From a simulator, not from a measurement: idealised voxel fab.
Name of the process module below: voxel released beams
Cross-sectional view cut (width: 245 nm; square cell size: 5 nm).
Cross-section = grid of square cells, listed top down in bands; band = one or more rows. Quick guide to a band line: top height, bottom height (nm) up front; then every material left to right with its width in nm. Only one material and it's marked "throughout"? Then it fills the band edge to edge. And "air" just means empty space. Height 0 is the level under which the wafer as received is all one material. The lowest band goes on downwards, as in "top 0, no bottom". A two-number width, for instance "30..40", indicates that the width is equal to the first number in the top row of the band and to the second number in the bottom row, and that it changes by a constant amount per row of cells. Key: "nothing different" - step with no changed cell in the cross-section. If an empty space has no open way to the top and is at least 8 cells in size, "Closed internal cavities" lists it, written width x height at distance, where distance is measured from the left edge and every value is in nm. Step line, after settings: the simulator's comment on this step. You can add "overlay nm" to a step's line. For a step with a mask, it describes how far the mask lay to the right of its planned position, and a negative number describes a lay to the left.
# Planned step list for the process
| 1 | RECEIVE with material Si |
| 2 | CONFORMAL_DEP with material Al2O3, thk nm 5 |
| 3 | DIRECTIONAL_DEP with material SiO2, thk nm 10 |
| 4 | PATTERN with tone open, mask id ANCHOR, material resist, width nm 25, thk nm 20, overlay nm 0 |
| 5 | DIRECTIONAL_ETCH with etch materials SiO2, depth nm 10 |
| 6 | STRIP with etch materials resist |
| 7 | CONFORMAL_DEP with material SiN, thk nm 10 |
| 8 | MASKED_ETCH with tone cover, mask id BEAM, width nm 105, etch materials SiN, depth nm 10, overlay nm 0 |
| 9 | STRIP with etch materials SiO2 |
# Wafer, first of two, run as planned
# This is the cross-section of the wafer as we received it, i.e. after step 1
  top 0, no bottom = Si throughout
  Closed internal cavities: none
# Step 2 done - wafer cross-section
  top 5, bottom 0 = Al2O3 throughout
  Under 0: no change, same as before.
# Step 3 done - wafer cross-section
  top 15, bottom 5 = SiO2 throughout
  Under 5: no change, same as before.
# Step 4 done - wafer cross-section
  top 35, bottom 15 = resist: 70; air: 25; resist: 150
  Under 15: no change, same as before.
# Step 5 done - wafer cross-section
  top 35, bottom 15 = resist: 70; air: 25; resist: 150
  top 15, bottom 5 = SiO2: 70; air: 25; SiO2: 150
  Under 5: no change, same as before.
# Step 6 done - wafer cross-section
  top 15, bottom 5 = SiO2: 70; air: 25; SiO2: 150
  Under 5: no change, same as before.
# Step 7 done - wafer cross-section
  top 25, bottom 15 = SiN: 80; air: 5; SiN: 160
  top 15, bottom 5 = SiO2: 70; SiN: 25; SiO2: 150
  Under 5: no change, same as before.
# Step 8 done - wafer cross-section
  top 25, bottom 15 = air: 65; SiN: 15; air: 5; SiN: 85; air: 75
  Under 15: no change, same as before.
# Step 9 done - wafer cross-section
  top 25, bottom 15 = air: 65; SiN: 15; air: 5; SiN: 85; air: 75
  top 15, bottom 5 = air: 70; SiN: 25; air: 150
  Under 5: no change, same as before.
# Second of two: same start, same plan, one run error; steps up to and including 6 match the first
# Planned end of step 7: second wafer, cross-section
  top 20, bottom 15 = SiN: 75; air: 15; SiN: 155
  top 15, bottom 10 = SiO2: 70; SiN: 5; air: 15; SiN: 5; SiO2: 150
  top 10, bottom 5 = SiO2: 70; SiN: 25; SiO2: 150
  Under 5: no change, same as before.
# Planned end of step 8: second wafer, cross-section
  top 20, bottom 15 = air: 65; SiN: 10; air: 15; SiN: 80; air: 75
  Under 15: no change, same as before.
# Planned end of step 9: second wafer, cross-section
  top 20, bottom 10 = air: 65..70; SiN: 10..5; air: 15; SiN: 80..5; air: 75..150
  top 10, bottom 5 = air: 70; SiN: 25; air: 150
  Under 5: no change, same as before.
Want to know what went wrong? step 7 ran with different settings than intended, the actual operation and settings being CONFORMAL_DEP with material SiN, thk nm 5
at the end the second wafer has, in cells: SiN -25
